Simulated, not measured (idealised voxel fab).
process module | voxel self aligned vias
cross-section cut | 270 nm wide | cells 5 nm
A cross-section is a grid of square cells, given in bands from the top down. A band is one or more rows of cells.
Each band's line starts with the height of the band's top and of its bottom, in nm. Then come its materials from left to right, each with its width in nm. One material with "throughout" fills the band from edge to edge. "air" is empty space.
Height 0 is the level under which the wafer as received is all one material. The lowest band goes on downwards, as in "0 down".
A width such as "30 to 40" changes by the same amount from each row of cells to the next, from the band's top row to its bottom row.
"no change" after a step means that no cell of the cross-section changed.
closed voids: empty space of 8 cells or more with no open way to the top, each as width x height at its distance from the left edge, in nm
after a step's settings: what the simulator itself notes on the step
overlay nm, on a step with a mask: how far to the right of its planned place the mask lay; to the left if negative
plan
1 op RECEIVE | material Si
2 op CONFORMAL_DEP | material SiO2 | thk nm 15
3 op CONFORMAL_DEP | material SiCN | thk nm 5
4 op DIRECTIONAL_DEP | material SiO2 | thk nm 20
5 op DIRECTIONAL_DEP | material aC | thk nm 10
6 op PATTERN | tone open | mask id LINES | material resist | width nm 30 | pitch nm 70 | thk nm 25 | overlay nm 0
7 op DIRECTIONAL_ETCH | etch materials aC | depth nm 10
8 op STRIP | etch materials resist
9 op DIRECTIONAL_ETCH | etch materials SiO2 | depth nm 20
10 op STRIP | etch materials aC
11 op CONFORMAL_DEP | material TiN | thk nm 5
12 op FILL_DEP | material Ru | thk nm 5
13 op CMP | height nm 40
14 op SELECTIVE_ETCH | etch materials W Ru TiN | depth nm 10
15 op FILL_DEP | material SiN | thk nm 10
16 op CMP | height nm 40
17 op DIRECTIONAL_DEP | material SiO2 | thk nm 20
18 op PATTERN | tone open | mask id VIAS | material resist | width nm 50 | thk nm 15 | overlay nm 0
19 op DIRECTIONAL_ETCH | etch materials SiO2 | depth nm 20
20 op DIRECTIONAL_ETCH | etch materials SiN | depth nm 10
21 op STRIP | etch materials resist
22 op CONFORMAL_DEP | material TiN | thk nm 5
23 op FILL_DEP | material W | thk nm 10
24 op CMP | height nm 60
25 op CONFORMAL_DEP | material SiCN | thk nm 5
first wafer, as planned
as received, after step 1
  0 down: Si throughout
  closed voids: none
after step 2
  15 to 0: SiO2 throughout
  below 0: unchanged
after step 3
  20 to 15: SiCN throughout
  below 15: unchanged
after step 4
  40 to 20: SiO2 throughout
  below 20: unchanged
after step 5
  50 to 40: aC throughout
  below 40: unchanged
after step 6
  75 to 50: resist 85 | air 30 | resist 40 | air 30 | resist 85
  below 50: unchanged
after step 7
  65 to 50: resist 85 | air 30 | resist 40 | air 30 | resist 85
  50 to 40: aC 85 | air 30 | aC 40 | air 30 | aC 85
  below 40: unchanged
after step 8
  50 to 40: aC 85 | air 30 | aC 40 | air 30 | aC 85
  below 40: unchanged
after step 9
  50 to 40: aC 85 | air 30 | aC 40 | air 30 | aC 85
  40 to 20: SiO2 85 | air 30 | SiO2 40 | air 30 | SiO2 85
  below 20: unchanged
after step 10
  40 to 20: SiO2 85 | air 30 | SiO2 40 | air 30 | SiO2 85
  below 20: unchanged
after step 11
  45 to 40: TiN 90 | air 20 | TiN 50 | air 20 | TiN 90
  40 to 25: SiO2 85 | TiN 5 | air 20 | TiN 5 | SiO2 40 | TiN 5 | air 20 | TiN 5 | SiO2 85
  25 to 20: SiO2 85 | TiN 30 | SiO2 40 | TiN 30 | SiO2 85
  below 20: unchanged
after step 12
  50 to 45: Ru throughout
  45 to 40: TiN 90 | Ru 20 | TiN 50 | Ru 20 | TiN 90
  40 to 25: SiO2 85 | TiN 5 | Ru 20 | TiN 5 | SiO2 40 | TiN 5 | Ru 20 | TiN 5 | SiO2 85
  below 25: unchanged
after step 13
  40 to 25: SiO2 85 | TiN 5 | Ru 20 | TiN 5 | SiO2 40 | TiN 5 | Ru 20 | TiN 5 | SiO2 85
  below 25: unchanged
after step 14
  40 to 30: SiO2 85 | air 30 | SiO2 40 | air 30 | SiO2 85
  below 30: unchanged
after step 15
  50 to 40: SiN throughout
  40 to 30: SiO2 85 | SiN 30 | SiO2 40 | SiN 30 | SiO2 85
  below 30: unchanged
after step 16
  40 to 30: SiO2 85 | SiN 30 | SiO2 40 | SiN 30 | SiO2 85
  below 30: unchanged
after step 17
  60 to 40: SiO2 throughout
  below 40: unchanged
after step 18
  75 to 60: resist 75 | air 50 | resist 145
  below 60: unchanged
after step 19
  75 to 60: resist 75 | air 50 | resist 145
  60 to 40: SiO2 75 | air 50 | SiO2 145
  below 40: unchanged
after step 20
  75 to 60: resist 75 | air 50 | resist 145
  60 to 40: SiO2 75 | air 50 | SiO2 145
  40 to 30: SiO2 85 | air 30 | SiO2 40 | SiN 30 | SiO2 85
  below 30: unchanged
after step 21
  60 to 40: SiO2 75 | air 50 | SiO2 145
  below 40: unchanged
after step 22
  65 to 60: TiN 80 | air 40 | TiN 150
  60 to 45: SiO2 75 | TiN 5 | air 40 | TiN 5 | SiO2 145
  45 to 40: SiO2 75 | TiN 15 | air 20 | TiN 15 | SiO2 145
  40 to 35: SiO2 85 | TiN 5 | air 20 | TiN 5 | SiO2 40 | SiN 30 | SiO2 85
  35 to 30: SiO2 85 | TiN 30 | SiO2 40 | SiN 30 | SiO2 85
  below 30: unchanged
after step 23
  75 to 65: W throughout
  65 to 60: TiN 80 | W 40 | TiN 150
  60 to 45: SiO2 75 | TiN 5 | W 40 | TiN 5 | SiO2 145
  45 to 40: SiO2 75 | TiN 15 | W 20 | TiN 15 | SiO2 145
  40 to 35: SiO2 85 | TiN 5 | W 20 | TiN 5 | SiO2 40 | SiN 30 | SiO2 85
  below 35: unchanged
after step 24
  60 to 45: SiO2 75 | TiN 5 | W 40 | TiN 5 | SiO2 145
  below 45: unchanged
after step 25
  65 to 60: SiCN throughout
  below 60: unchanged
second wafer: like start, like plan, one mistake. Through step 1 it matches the first wafer
when step 2 should have ended
  5 to 0: SiCN throughout
  below 0: unchanged
when step 3 should have ended
  20 to 5: SiO2 throughout
  below 5: unchanged
when step 4 should have ended
  40 to 5: SiO2 throughout
  below 5: unchanged
when step 5 should have ended
  50 to 40: aC throughout
  below 40: unchanged
when step 6 should have ended
  75 to 50: resist 85 | air 30 | resist 40 | air 30 | resist 85
  below 50: unchanged
when step 7 should have ended
  65 to 50: resist 85 | air 30 | resist 40 | air 30 | resist 85
  50 to 40: aC 85 | air 30 | aC 40 | air 30 | aC 85
  below 40: unchanged
when step 8 should have ended
  50 to 40: aC 85 | air 30 | aC 40 | air 30 | aC 85
  below 40: unchanged
when step 9 should have ended
  50 to 40: aC 85 | air 30 | aC 40 | air 30 | aC 85
  40 to 20: SiO2 85 | air 30 | SiO2 40 | air 30 | SiO2 85
  below 20: unchanged
when step 10 should have ended
  40 to 20: SiO2 85 | air 30 | SiO2 40 | air 30 | SiO2 85
  below 20: unchanged
when step 11 should have ended
  45 to 40: TiN 90 | air 20 | TiN 50 | air 20 | TiN 90
  40 to 25: SiO2 85 | TiN 5 | air 20 | TiN 5 | SiO2 40 | TiN 5 | air 20 | TiN 5 | SiO2 85
  25 to 20: SiO2 85 | TiN 30 | SiO2 40 | TiN 30 | SiO2 85
  below 20: unchanged
when step 12 should have ended
  50 to 45: Ru throughout
  45 to 40: TiN 90 | Ru 20 | TiN 50 | Ru 20 | TiN 90
  40 to 25: SiO2 85 | TiN 5 | Ru 20 | TiN 5 | SiO2 40 | TiN 5 | Ru 20 | TiN 5 | SiO2 85
  below 25: unchanged
when step 13 should have ended
  40 to 25: SiO2 85 | TiN 5 | Ru 20 | TiN 5 | SiO2 40 | TiN 5 | Ru 20 | TiN 5 | SiO2 85
  below 25: unchanged
when step 14 should have ended
  40 to 30: SiO2 85 | air 30 | SiO2 40 | air 30 | SiO2 85
  below 30: unchanged
when step 15 should have ended
  50 to 40: SiN throughout
  40 to 30: SiO2 85 | SiN 30 | SiO2 40 | SiN 30 | SiO2 85
  below 30: unchanged
when step 16 should have ended
  40 to 30: SiO2 85 | SiN 30 | SiO2 40 | SiN 30 | SiO2 85
  below 30: unchanged
when step 17 should have ended
  60 to 40: SiO2 throughout
  below 40: unchanged
when step 18 should have ended
  75 to 60: resist 75 | air 50 | resist 145
  below 60: unchanged
when step 19 should have ended
  75 to 60: resist 75 | air 50 | resist 145
  60 to 40: SiO2 75 | air 50 | SiO2 145
  below 40: unchanged
when step 20 should have ended
  75 to 60: resist 75 | air 50 | resist 145
  60 to 40: SiO2 75 | air 50 | SiO2 145
  40 to 30: SiO2 85 | air 30 | SiO2 40 | SiN 30 | SiO2 85
  below 30: unchanged
when step 21 should have ended
  60 to 40: SiO2 75 | air 50 | SiO2 145
  below 40: unchanged
when step 22 should have ended
  65 to 60: TiN 80 | air 40 | TiN 150
  60 to 45: SiO2 75 | TiN 5 | air 40 | TiN 5 | SiO2 145
  45 to 40: SiO2 75 | TiN 15 | air 20 | TiN 15 | SiO2 145
  40 to 35: SiO2 85 | TiN 5 | air 20 | TiN 5 | SiO2 40 | SiN 30 | SiO2 85
  35 to 30: SiO2 85 | TiN 30 | SiO2 40 | SiN 30 | SiO2 85
  below 30: unchanged
when step 23 should have ended
  75 to 65: W throughout
  65 to 60: TiN 80 | W 40 | TiN 150
  60 to 45: SiO2 75 | TiN 5 | W 40 | TiN 5 | SiO2 145
  45 to 40: SiO2 75 | TiN 15 | W 20 | TiN 15 | SiO2 145
  40 to 35: SiO2 85 | TiN 5 | W 20 | TiN 5 | SiO2 40 | SiN 30 | SiO2 85
  below 35: unchanged
when step 24 should have ended
  60 to 45: SiO2 75 | TiN 5 | W 40 | TiN 5 | SiO2 145
  below 45: unchanged
when step 25 should have ended
  65 to 60: SiCN throughout
  below 60: unchanged
what went wrong: steps 2 and 3 were swapped
at the end the second wafer has, in cells: as many of each material as the first, in other places
